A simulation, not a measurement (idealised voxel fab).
Documented hereafter: the process module known as voxel quadruple lines.
Square cells of 5 nm make up the cross-section cut, whose width is 255 nm.
For the purposes of this document, a cross-section shall be understood as a grid of square cells, specified as bands listed in top-to-bottom order, each band consisting of one or more rows of cells. Within each band entry, the heights of the top and of the bottom of the band appear first, in that order and in nm; the materials of the band then follow from left to right, each with its corresponding width in nm. The designation "full width" on a single material indicates that it fills the band from edge to edge; the designation "air" indicates empty space. Height is counted from the level 0, under which the received wafer is composed throughout of one material. The lowest of the bands is not closed at the bottom but continues downward, in the notation "from 0 down". Note: "30..40" means the width goes from the first number (top row of the band) to the second number (bottom row) in equal steps per row of cells. "nothing different" (step): cross-section cells unchanged, all of them. Under "Internal closed voids" you'll find the enclosed gaps, the ones with no way out to the top, that are 8 cells or bigger; each reads width x height at distance, with distance counted from the left edge, everything in nm. after a step's settings: what the simulator itself notes on the step. On any step carrying a mask, the "overlay nm" setting, if present on the step's line, tells how far right of its planned place the mask lay; negative values point to the left.
# Set out below are the planned steps of the process
1. RECEIVE [material Si]
2. CONFORMAL_DEP [material Al2O3] [thk nm 10]
3. DIRECTIONAL_DEP [material W] [thk nm 15]
4. DIRECTIONAL_DEP [material polySi] [thk nm 15]
5. DIRECTIONAL_DEP [material aC] [thk nm 20]
6. PATTERN [tone cover] [mask id MANDREL] [material resist] [width nm 30] [thk nm 30] [overlay nm 0]
7. DIRECTIONAL_ETCH [etch materials aC] [depth nm 20]
8. STRIP [etch materials resist]
9. CONFORMAL_DEP [material SiO2] [thk nm 10]
10. DIRECTIONAL_ETCH [etch materials SiO2] [depth nm 10]
11. STRIP [etch materials aC]
12. DIRECTIONAL_ETCH [etch materials polySi] [depth nm 15]
13. STRIP [etch materials SiO2]
14. CONFORMAL_DEP [material SiN] [thk nm 10]
15. DIRECTIONAL_ETCH [etch materials SiN] [depth nm 10]
16. STRIP [etch materials polySi]
17. DIRECTIONAL_ETCH [etch materials W] [depth nm 15]
18. STRIP [etch materials SiN]
# Cross-section of the wafer upon arrival, representing the state reached after step 1
  from 0 down = Si full width
  Internal closed voids: none
# End-of-module cross-section. Starting structure and process plan as above; one mistake made in running it
  from 15 to 0 = air: 90 | W: 10 | air: 10 | W: 10 | air: 10 | W: 10 | air: 10 | W: 10 | air: 95
  from 0 down = Si full width
  Internal closed voids: none
What went wrong in running the wafer? heads up, step 2 of the plan was skipped and never actually ran
